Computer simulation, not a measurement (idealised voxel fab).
Process module heading - voxel released beams
The width of the displayed cross-section, cut, is 260 nm; its cells are square, with a size of 5 nm.
Each cross-section below is a grid of square cells, stated as bands in top-down order, with one or more rows of cells making up each band. Within each band entry, the heights of the top and of the bottom of the band appear first, in that order and in nm; the materials of the band then follow from left to right, each with its corresponding width in nm. The designation "all across" on a single material indicates that it fills the band from edge to edge; the designation "empty" indicates empty space. For the purposes of this specification, 0 denotes the height below which the wafer in its as-received condition is composed wholly of one material, and the lowermost band, lacking a lower limit, extends downward without end, as expressed in "top 0, no bottom". Quick explanation for "30..40": the width changes in equal steps down the rows of cells, from the first number in the band's top row to the second number in its bottom row. Where the words "no change" appear for a step, the cross-section shows no cell changed by that step; every cell remained as before. Voids not open to the top, 8 cells minimum: see "Sealed void list". Written width x height at distance; distance is from the left edge; nm. It should be noted that, on the line of a given step, the content following the step's settings is a remark produced by the simulator itself with respect to that step. A step line may carry the setting "overlay nm", which, for steps involving a mask, states the distance by which the mask lay to the right of its intended position; negative values denote displacement to the left.
# Planned step list for the process
1) RECEIVE | material Si
2) CONFORMAL_DEP | material SiN | thk nm 10
3) DIRECTIONAL_DEP | material SiO2 | thk nm 20
4) PATTERN | tone open | mask id ANCHOR | material resist | width nm 45 | thk nm 15 | overlay nm 0
5) DIRECTIONAL_ETCH | etch materials SiO2 | depth nm 20
6) STRIP | etch materials resist
7) CONFORMAL_DEP | material polySi | thk nm 15
8) DIRECTIONAL_DEP | material aC | thk nm 10
9) PATTERN | tone cover | mask id BEAM | material resist | width nm 95 | thk nm 25 | overlay nm 0
10) DIRECTIONAL_ETCH | etch materials aC | depth nm 10
11) STRIP | etch materials resist
12) DIRECTIONAL_ETCH | etch materials polySi | depth nm 15
13) STRIP | etch materials aC
14) STRIP | etch materials SiO2
# Wafer as received: cross-section following step 1
* top 0, no bottom | Si all across
* Sealed void list: none
# Look at the cross-section after the module: the wafer started out the way shown above and the plan was the one shown above, yet one mistake was made along the way
* top 60, bottom 45 | 80 of empty; 95 of polySi; 85 of empty
* top 45, bottom 30 | polySi all across
* top 30, bottom 10 | 85 of SiO2; 45 of polySi; 130 of SiO2
* top 10, bottom 0 | SiN all across
* top 0, no bottom | Si all across
* Sealed void list: none
Deviation from plan: step 7 from the plan got run twice
